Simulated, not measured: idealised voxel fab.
process module | voxel self aligned contacts
cross-section cut | 240 nm wide | cells 5 nm
A cross-section is a grid of square cells, given in bands from the top down. A band is one or more rows of cells.
Each band's line starts with the height of the band's top and of its bottom, in nm. Then come its materials from left to right, each with its width in nm. One material with "throughout" fills the band from edge to edge. "air" is empty space.
Height 0 is the level under which the wafer as received is all one material. The lowest band goes on downwards, as in "0 down".
A width such as "30 to 40" changes by the same amount from each row of cells to the next, from the band's top row to its bottom row.
"no change" after a step means that no cell of the cross-section changed.
closed voids: empty space of 8 cells or more with no open way to the top, each as width x height at its distance from the left edge, in nm
after a step's settings: what the simulator itself notes on the step
overlay nm, on a step with a mask: how far to the right of its planned place the mask lay; to the left if negative
Each pair below shows a cross-section before one step and the cross-section after it, down to the lowest band that changed. The line under each pair gives the step between them, with its settings. The pairs can come from different runs of this module on the same starting wafer, so a pair continues from the pair above only where its "before" says so.
before
  50 to 40: SiO2 95 | TiN 5 to 20 | W 40 to 10 | TiN 5 to 20 | SiO2 95
  40 to 20: SiO2 60 | SiN 50 | TiN 5 | W 10 | TiN 5 | SiN 50 | SiO2 60
  20 to 0: SiO2 60 | SiN 10 | polySi 30 | SiN 10 | TiN 5 | W 10 | TiN 5 | SiN 10 | polySi 30 | SiN 10 | SiO2 60
  0 to -5: SiO2 110 | TiN 20 | SiO2 110
  -5 down: Si throughout
  closed voids: none
after
  55 to 50: SiN throughout
  below 50: unchanged
  closed voids: none
the step between: op CONFORMAL_DEP | material SiN | thk nm 5
before
  55 to 40: aC throughout
  40 to 20: SiN throughout
  20 to 0: polySi throughout
  0 to -5: SiO2 throughout
  -5 down: Si throughout
  closed voids: none
after
  85 to 55: resist 70 | air 30 | resist 40 | air 30 | resist 70
  below 55: unchanged
  closed voids: none
the step between: op PATTERN | tone open | mask id GATE | material resist | width nm 30 | pitch nm 70 | thk nm 30 | overlay nm 0
before: the cross-section after the pair above
after
  70 to 55: resist 70 | air 30 | resist 40 | air 30 | resist 70
  55 to 40: aC 70 | air 30 | aC 40 | air 30 | aC 70
  below 40: unchanged
  closed voids: none
the step between: op DIRECTIONAL_ETCH | etch materials aC | depth nm 15
before: the cross-section after the pair above
after
  55 to 40: aC 70 | air 30 | aC 40 | air 30 | aC 70
  below 40: unchanged
  closed voids: none
the step between: op STRIP | etch materials resist
before: the cross-section after the pair above
after
  55 to 40: aC 70 | air 30 | aC 40 | air 30 | aC 70
  40 to 20: SiN 70 | air 30 | SiN 40 | air 30 | SiN 70
  below 20: unchanged
  closed voids: none
the step between: op DIRECTIONAL_ETCH | etch materials SiN | depth nm 20
before: the cross-section after the pair above
after
  55 to 40: aC 70 | air 30 | aC 40 | air 30 | aC 70
  40 to 20: SiN 70 | air 30 | SiN 40 | air 30 | SiN 70
  20 to 0: polySi 70 | air 30 | polySi 40 | air 30 | polySi 70
  below 0: unchanged
  closed voids: none
the step between: op DIRECTIONAL_ETCH | etch materials polySi | depth nm 20
before: the cross-section after the pair above
after
  40 to 20: SiN 70 | air 30 | SiN 40 | air 30 | SiN 70
  below 20: unchanged
  closed voids: none
the step between: op STRIP | etch materials aC
before: the cross-section after the pair above
after
  50 to 20: SiN 80 | air 10 | SiN 60 | air 10 | SiN 80
  20 to 10: polySi 70 | SiN 10 | air 10 | SiN 10 | polySi 40 | SiN 10 | air 10 | SiN 10 | polySi 70
  10 to 0: polySi 70 | SiN 30 | polySi 40 | SiN 30 | polySi 70
  below 0: unchanged
  closed voids: none
the step between: op CONFORMAL_DEP | material SiN | thk nm 10
before: the cross-section after the pair above
after
  40 to 20: SiN 80 | air 10 | SiN 60 | air 10 | SiN 80
  20 to 0: polySi 70 | SiN 10 | air 10 | SiN 10 | polySi 40 | SiN 10 | air 10 | SiN 10 | polySi 70
  below 0: unchanged
  closed voids: none
the step between: op DIRECTIONAL_ETCH | etch materials SiN | depth nm 10
before: the cross-section after the pair above
after
  60 to 40: SiO2 throughout
  40 to 20: SiN 80 | SiO2 10 | SiN 60 | SiO2 10 | SiN 80
  20 to 0: polySi 70 | SiN 10 | SiO2 10 | SiN 10 | polySi 40 | SiN 10 | SiO2 10 | SiN 10 | polySi 70
  below 0: unchanged
  closed voids: none
the step between: op FILL_DEP | material SiO2 | thk nm 20
before: the cross-section after the pair above
after
  50 to 40: SiO2 throughout
  below 40: unchanged
  closed voids: none
the step between: op CMP | height nm 50
before: the cross-section after the pair above
after
  70 to 50: resist 95 | air 50 | resist 95
  below 50: unchanged
  closed voids: none
the step between: op PATTERN | tone open | mask id CONTACT | material resist | width nm 50 | thk nm 20 | overlay nm 0
before: the cross-section after the pair above
after
  70 to 50: resist 95 | air 50 | resist 95
  50 to 40: SiO2 95 | air 50 | SiO2 95
  below 40: unchanged
  closed voids: none
the step between: op DIRECTIONAL_ETCH | etch materials SiO2 | depth nm 55
before: the cross-section after the pair above
after
  50 to 40: SiO2 95 | air 50 | SiO2 95
  below 40: unchanged
  closed voids: none
the step between: op STRIP | etch materials resist
before: the cross-section after the pair above
after
  55 to 50: TiN 100 | air 40 | TiN 100
  50 to 45: SiO2 95 | TiN 5 | air 40 | TiN 5 | SiO2 95
  45 to 40: SiO2 95 | TiN 50 | SiO2 95
  below 40: unchanged
  closed voids: none
the step between: op CONFORMAL_DEP | material TiN | thk nm 5
before: the cross-section after the pair above
after
  65 to 55: W throughout
  55 to 50: TiN 100 | W 40 | TiN 100
  50 to 45: SiO2 95 | TiN 5 | W 40 | TiN 5 | SiO2 95
  below 45: unchanged
  closed voids: none
the step between: op FILL_DEP | material W | thk nm 10
before: the cross-section after the pair above
after
  50 to 45: SiO2 95 | TiN 5 | W 40 | TiN 5 | SiO2 95
  below 45: unchanged
  closed voids: none
the step between: op CMP | height nm 50
before: the cross-section after the pair above
after
  55 to 50: SiCN throughout
  below 50: unchanged
  closed voids: none
the step between: op CONFORMAL_DEP | material SiCN | thk nm 5
